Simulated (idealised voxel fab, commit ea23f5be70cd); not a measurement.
The process module that follows is named voxel air gaps.
For reference, the cross-section in this document is cut, with width 165 nm and square cells of 5 nm.
Square cells in a grid make up a cross-section in this document, and the grid is given as bands, listed from the top down, each one or more rows of cells. Heights first: top, then bottom, in nm. Then materials, left to right, each with a width in nm. "throughout" on a single material: fills the band edge to edge. "air": empty space. Height 0 is the level under which the wafer as received is all one material. The lowest band goes on downwards, as in "0 and below". Width "30->40": first value at the band's top row of cells, second value at its bottom row, equal change from row to row. A step reported as "everything unchanged" is a step in which no cell of the cross-section changed. In the "Voids, fully enclosed" entry, you get each enclosed empty space of 8 cells or more, one with no open way to the top, written width x height at distance, distance from the left edge, in nm. Step line, after settings: the simulator's comment on this step. The setting "overlay nm" may be written on the line of a step. When the step uses a mask, the value reports how far to the right of the planned place the mask lay, and a negative value reports that it lay to the left.

LIST OF PLANNED PROCESS STEPS
step 1: RECEIVE: material Si
step 2: CONFORMAL_DEP: material SiO2, thk nm 15
step 3: CONFORMAL_DEP: material SiCN, thk nm 5
step 4: DIRECTIONAL_DEP: material SiO2, thk nm 30
step 5: DIRECTIONAL_DEP: material aC, thk nm 10
step 6: PATTERN: tone open, mask id LINES, material resist, width nm 15, pitch nm 40, thk nm 25, overlay nm 0
step 7: DIRECTIONAL_ETCH: etch materials aC, depth nm 10
step 8: STRIP: etch materials resist
step 9: DIRECTIONAL_ETCH: etch materials SiO2, depth nm 30
step 10: STRIP: etch materials aC
step 11: CONFORMAL_DEP: material TiN, thk nm 5
step 12: FILL_DEP: material W, thk nm 10
step 13: CMP: height nm 50
step 14: EPI: material Ru, thk nm 10
step 15: SELECTIVE_ETCH: etch materials SiO2, depth nm 40
step 16: CONFORMAL_DEP: material SiCN, thk nm 5

FIRST WAFER, AS PLANNED

INCOMING WAFER, CROSS-SECTIONAL VIEW, POST STEP 1
0 and below = Si throughout
Voids, fully enclosed: none

PRESENTED HERE IS A CROSS-SECTION OF THE WAFER AFTER STEP 2 HAS BEEN PERFORMED
15 down to 0 = SiO2 throughout
Everything under 0 stays put, no change at all.

PRESENTED HERE IS A CROSS-SECTION OF THE WAFER AFTER STEP 3 HAS BEEN PERFORMED
20 down to 15 = SiCN throughout
Everything under 15 stays put, no change at all.

PRESENTED HERE IS A CROSS-SECTION OF THE WAFER AFTER STEP 4 HAS BEEN PERFORMED
50 down to 20 = SiO2 throughout
Everything under 20 stays put, no change at all.

PRESENTED HERE IS A CROSS-SECTION OF THE WAFER AFTER STEP 5 HAS BEEN PERFORMED
60 down to 50 = aC throughout
Everything under 50 stays put, no change at all.

PRESENTED HERE IS A CROSS-SECTION OF THE WAFER AFTER STEP 6 HAS BEEN PERFORMED
85 down to 60 = 35 nm resist | 15 nm air | 25 nm resist | 15 nm air | 25 nm resist | 15 nm air | 35 nm resist
Everything under 60 stays put, no change at all.

PRESENTED HERE IS A CROSS-SECTION OF THE WAFER AFTER STEP 7 HAS BEEN PERFORMED
75 down to 60 = 35 nm resist | 15 nm air | 25 nm resist | 15 nm air | 25 nm resist | 15 nm air | 35 nm resist
60 down to 50 = 35 nm aC | 15 nm air | 25 nm aC | 15 nm air | 25 nm aC | 15 nm air | 35 nm aC
Everything under 50 stays put, no change at all.

PRESENTED HERE IS A CROSS-SECTION OF THE WAFER AFTER STEP 8 HAS BEEN PERFORMED
60 down to 50 = 35 nm aC | 15 nm air | 25 nm aC | 15 nm air | 25 nm aC | 15 nm air | 35 nm aC
Everything under 50 stays put, no change at all.

PRESENTED HERE IS A CROSS-SECTION OF THE WAFER AFTER STEP 9 HAS BEEN PERFORMED
60 down to 50 = 35 nm aC | 15 nm air | 25 nm aC | 15 nm air | 25 nm aC | 15 nm air | 35 nm aC
50 down to 20 = 35 nm SiO2 | 15 nm air | 25 nm SiO2 | 15 nm air | 25 nm SiO2 | 15 nm air | 35 nm SiO2
Everything under 20 stays put, no change at all.

PRESENTED HERE IS A CROSS-SECTION OF THE WAFER AFTER STEP 10 HAS BEEN PERFORMED
50 down to 20 = 35 nm SiO2 | 15 nm air | 25 nm SiO2 | 15 nm air | 25 nm SiO2 | 15 nm air | 35 nm SiO2
Everything under 20 stays put, no change at all.

PRESENTED HERE IS A CROSS-SECTION OF THE WAFER AFTER STEP 11 HAS BEEN PERFORMED
55 down to 50 = 40 nm TiN | 5 nm air | 35 nm TiN | 5 nm air | 35 nm TiN | 5 nm air | 40 nm TiN
50 down to 25 = 35 nm SiO2 | 5 nm TiN | 5 nm air | 5 nm TiN | 25 nm SiO2 | 5 nm TiN | 5 nm air | 5 nm TiN | 25 nm SiO2 | 5 nm TiN | 5 nm air | 5 nm TiN | 35 nm SiO2
25 down to 20 = 35 nm SiO2 | 15 nm TiN | 25 nm SiO2 | 15 nm TiN | 25 nm SiO2 | 15 nm TiN | 35 nm SiO2
Everything under 20 stays put, no change at all.

PRESENTED HERE IS A CROSS-SECTION OF THE WAFER AFTER STEP 12 HAS BEEN PERFORMED
65 down to 55 = W throughout
55 down to 50 = 40 nm TiN | 5 nm W | 35 nm TiN | 5 nm W | 35 nm TiN | 5 nm W | 40 nm TiN
50 down to 25 = 35 nm SiO2 | 5 nm TiN | 5 nm W | 5 nm TiN | 25 nm SiO2 | 5 nm TiN | 5 nm W | 5 nm TiN | 25 nm SiO2 | 5 nm TiN | 5 nm W | 5 nm TiN | 35 nm SiO2
Everything under 25 stays put, no change at all.

PRESENTED HERE IS A CROSS-SECTION OF THE WAFER AFTER STEP 13 HAS BEEN PERFORMED
50 down to 25 = 35 nm SiO2 | 5 nm TiN | 5 nm W | 5 nm TiN | 25 nm SiO2 | 5 nm TiN | 5 nm W | 5 nm TiN | 25 nm SiO2 | 5 nm TiN | 5 nm W | 5 nm TiN | 35 nm SiO2
Everything under 25 stays put, no change at all.

PRESENTED HERE IS A CROSS-SECTION OF THE WAFER AFTER STEP 14 HAS BEEN PERFORMED
60 down to 50 = 25 nm air | 35 nm Ru | 5 nm air | 35 nm Ru | 5 nm air | 35 nm Ru | 25 nm air
Everything under 50 stays put, no change at all.

PRESENTED HERE IS A CROSS-SECTION OF THE WAFER AFTER STEP 15 HAS BEEN PERFORMED
60 down to 50 = 25 nm air | 35 nm Ru | 5 nm air | 35 nm Ru | 5 nm air | 35 nm Ru | 25 nm air
50 down to 25 = 35 nm air | 5 nm TiN | 5 nm W | 5 nm TiN | 25 nm air | 5 nm TiN | 5 nm W | 5 nm TiN | 25 nm air | 5 nm TiN | 5 nm W | 5 nm TiN | 35 nm air
25 down to 20 = 35 nm air | 15 nm TiN | 25 nm air | 15 nm TiN | 25 nm air | 15 nm TiN | 35 nm air
Everything under 20 stays put, no change at all.

PRESENTED HERE IS A CROSS-SECTION OF THE WAFER AFTER STEP 16 HAS BEEN PERFORMED
65 down to 60 = 20 nm air | 125 nm SiCN | 20 nm air
60 down to 50 = 20 nm air | 5 nm SiCN | 35 nm Ru | 5 nm SiCN | 35 nm Ru | 5 nm SiCN | 35 nm Ru | 5 nm SiCN | 20 nm air
50 down to 45 = 20 nm air | 15 nm SiCN | 5 nm TiN | 5 nm W | 5 nm TiN | 25 nm SiCN | 5 nm TiN | 5 nm W | 5 nm TiN | 25 nm SiCN | 5 nm TiN | 5 nm W | 5 nm TiN | 15 nm SiCN | 20 nm air
45 down to 25 = 30 nm air | 5 nm SiCN | 5 nm TiN | 5 nm W | 5 nm TiN | 5 nm SiCN | 15 nm air | 5 nm SiCN | 5 nm TiN | 5 nm W | 5 nm TiN | 5 nm SiCN | 15 nm air | 5 nm SiCN | 5 nm TiN | 5 nm W | 5 nm TiN | 5 nm SiCN | 30 nm air
25 down to 20 = 35 nm SiCN | 15 nm TiN | 25 nm SiCN | 15 nm TiN | 25 nm SiCN | 15 nm TiN | 35 nm SiCN
Everything under 20 stays put, no change at all.
Voids, fully enclosed: 15 x 20 at 55; 15 x 20 at 95

WAFER TWO: LIKE WAFER ONE IN START AND PLAN, BUT WITH ONE MISTAKE IN EXECUTION; IDENTICAL UP TO AND INCLUDING STEP 2

WHAT THE SECOND WAFER LOOKS LIKE IN CROSS-SECTION WHEN STEP 3 SHOULD HAVE WRAPPED UP
20 down to 15 = TiN throughout
Everything under 15 stays put, no change at all.

WHAT THE SECOND WAFER LOOKS LIKE IN CROSS-SECTION WHEN STEP 4 SHOULD HAVE WRAPPED UP
50 down to 20 = SiO2 throughout
Everything under 20 stays put, no change at all.

WHAT THE SECOND WAFER LOOKS LIKE IN CROSS-SECTION WHEN STEP 5 SHOULD HAVE WRAPPED UP
60 down to 50 = aC throughout
Everything under 50 stays put, no change at all.

WHAT THE SECOND WAFER LOOKS LIKE IN CROSS-SECTION WHEN STEP 6 SHOULD HAVE WRAPPED UP
85 down to 60 = 35 nm resist | 15 nm air | 25 nm resist | 15 nm air | 25 nm resist | 15 nm air | 35 nm resist
Everything under 60 stays put, no change at all.

WHAT THE SECOND WAFER LOOKS LIKE IN CROSS-SECTION WHEN STEP 7 SHOULD HAVE WRAPPED UP
75 down to 60 = 35 nm resist | 15 nm air | 25 nm resist | 15 nm air | 25 nm resist | 15 nm air | 35 nm resist
60 down to 50 = 35 nm aC | 15 nm air | 25 nm aC | 15 nm air | 25 nm aC | 15 nm air | 35 nm aC
Everything under 50 stays put, no change at all.

WHAT THE SECOND WAFER LOOKS LIKE IN CROSS-SECTION WHEN STEP 8 SHOULD HAVE WRAPPED UP
60 down to 50 = 35 nm aC | 15 nm air | 25 nm aC | 15 nm air | 25 nm aC | 15 nm air | 35 nm aC
Everything under 50 stays put, no change at all.

WHAT THE SECOND WAFER LOOKS LIKE IN CROSS-SECTION WHEN STEP 9 SHOULD HAVE WRAPPED UP
60 down to 50 = 35 nm aC | 15 nm air | 25 nm aC | 15 nm air | 25 nm aC | 15 nm air | 35 nm aC
50 down to 20 = 35 nm SiO2 | 15 nm air | 25 nm SiO2 | 15 nm air | 25 nm SiO2 | 15 nm air | 35 nm SiO2
Everything under 20 stays put, no change at all.

WHAT THE SECOND WAFER LOOKS LIKE IN CROSS-SECTION WHEN STEP 10 SHOULD HAVE WRAPPED UP
50 down to 20 = 35 nm SiO2 | 15 nm air | 25 nm SiO2 | 15 nm air | 25 nm SiO2 | 15 nm air | 35 nm SiO2
Everything under 20 stays put, no change at all.

WHAT THE SECOND WAFER LOOKS LIKE IN CROSS-SECTION WHEN STEP 11 SHOULD HAVE WRAPPED UP
55 down to 50 = 40 nm TiN | 5 nm air | 35 nm TiN | 5 nm air | 35 nm TiN | 5 nm air | 40 nm TiN
50 down to 25 = 35 nm SiO2 | 5 nm TiN | 5 nm air | 5 nm TiN | 25 nm SiO2 | 5 nm TiN | 5 nm air | 5 nm TiN | 25 nm SiO2 | 5 nm TiN | 5 nm air | 5 nm TiN | 35 nm SiO2
25 down to 20 = 35 nm SiO2 | 15 nm TiN | 25 nm SiO2 | 15 nm TiN | 25 nm SiO2 | 15 nm TiN | 35 nm SiO2
Everything under 20 stays put, no change at all.

WHAT THE SECOND WAFER LOOKS LIKE IN CROSS-SECTION WHEN STEP 12 SHOULD HAVE WRAPPED UP
65 down to 55 = W throughout
55 down to 50 = 40 nm TiN | 5 nm W | 35 nm TiN | 5 nm W | 35 nm TiN | 5 nm W | 40 nm TiN
50 down to 25 = 35 nm SiO2 | 5 nm TiN | 5 nm W | 5 nm TiN | 25 nm SiO2 | 5 nm TiN | 5 nm W | 5 nm TiN | 25 nm SiO2 | 5 nm TiN | 5 nm W | 5 nm TiN | 35 nm SiO2
Everything under 25 stays put, no change at all.

WHAT THE SECOND WAFER LOOKS LIKE IN CROSS-SECTION WHEN STEP 13 SHOULD HAVE WRAPPED UP
50 down to 25 = 35 nm SiO2 | 5 nm TiN | 5 nm W | 5 nm TiN | 25 nm SiO2 | 5 nm TiN | 5 nm W | 5 nm TiN | 25 nm SiO2 | 5 nm TiN | 5 nm W | 5 nm TiN | 35 nm SiO2
Everything under 25 stays put, no change at all.

WHAT THE SECOND WAFER LOOKS LIKE IN CROSS-SECTION WHEN STEP 14 SHOULD HAVE WRAPPED UP
60 down to 50 = 25 nm air | 35 nm Ru | 5 nm air | 35 nm Ru | 5 nm air | 35 nm Ru | 25 nm air
Everything under 50 stays put, no change at all.

WHAT THE SECOND WAFER LOOKS LIKE IN CROSS-SECTION WHEN STEP 15 SHOULD HAVE WRAPPED UP
60 down to 50 = 25 nm air | 35 nm Ru | 5 nm air | 35 nm Ru | 5 nm air | 35 nm Ru | 25 nm air
50 down to 25 = 35 nm air | 5 nm TiN | 5 nm W | 5 nm TiN | 25 nm air | 5 nm TiN | 5 nm W | 5 nm TiN | 25 nm air | 5 nm TiN | 5 nm W | 5 nm TiN | 35 nm air
25 down to 20 = 35 nm air | 15 nm TiN | 25 nm air | 15 nm TiN | 25 nm air | 15 nm TiN | 35 nm air
Everything under 20 stays put, no change at all.

WHAT THE SECOND WAFER LOOKS LIKE IN CROSS-SECTION WHEN STEP 16 SHOULD HAVE WRAPPED UP
65 down to 60 = 20 nm air | 125 nm SiCN | 20 nm air
60 down to 50 = 20 nm air | 5 nm SiCN | 35 nm Ru | 5 nm SiCN | 35 nm Ru | 5 nm SiCN | 35 nm Ru | 5 nm SiCN | 20 nm air
50 down to 45 = 20 nm air | 15 nm SiCN | 5 nm TiN | 5 nm W | 5 nm TiN | 25 nm SiCN | 5 nm TiN | 5 nm W | 5 nm TiN | 25 nm SiCN | 5 nm TiN | 5 nm W | 5 nm TiN | 15 nm SiCN | 20 nm air
45 down to 25 = 30 nm air | 5 nm SiCN | 5 nm TiN | 5 nm W | 5 nm TiN | 5 nm SiCN | 15 nm air | 5 nm SiCN | 5 nm TiN | 5 nm W | 5 nm TiN | 5 nm SiCN | 15 nm air | 5 nm SiCN | 5 nm TiN | 5 nm W | 5 nm TiN | 5 nm SiCN | 30 nm air
25 down to 20 = 35 nm SiCN | 15 nm TiN | 25 nm SiCN | 15 nm TiN | 25 nm SiCN | 15 nm TiN | 35 nm SiCN
Everything under 20 stays put, no change at all.
Voids, fully enclosed: 15 x 20 at 55; 15 x 20 at 95
The plan and the run diverged here: in deviation from the planned setting, step 3 was conducted as CONFORMAL_DEP: material TiN, thk nm 5
Materials where the second wafer ends with more or fewer cells than the first: SiCN -33; TiN +33
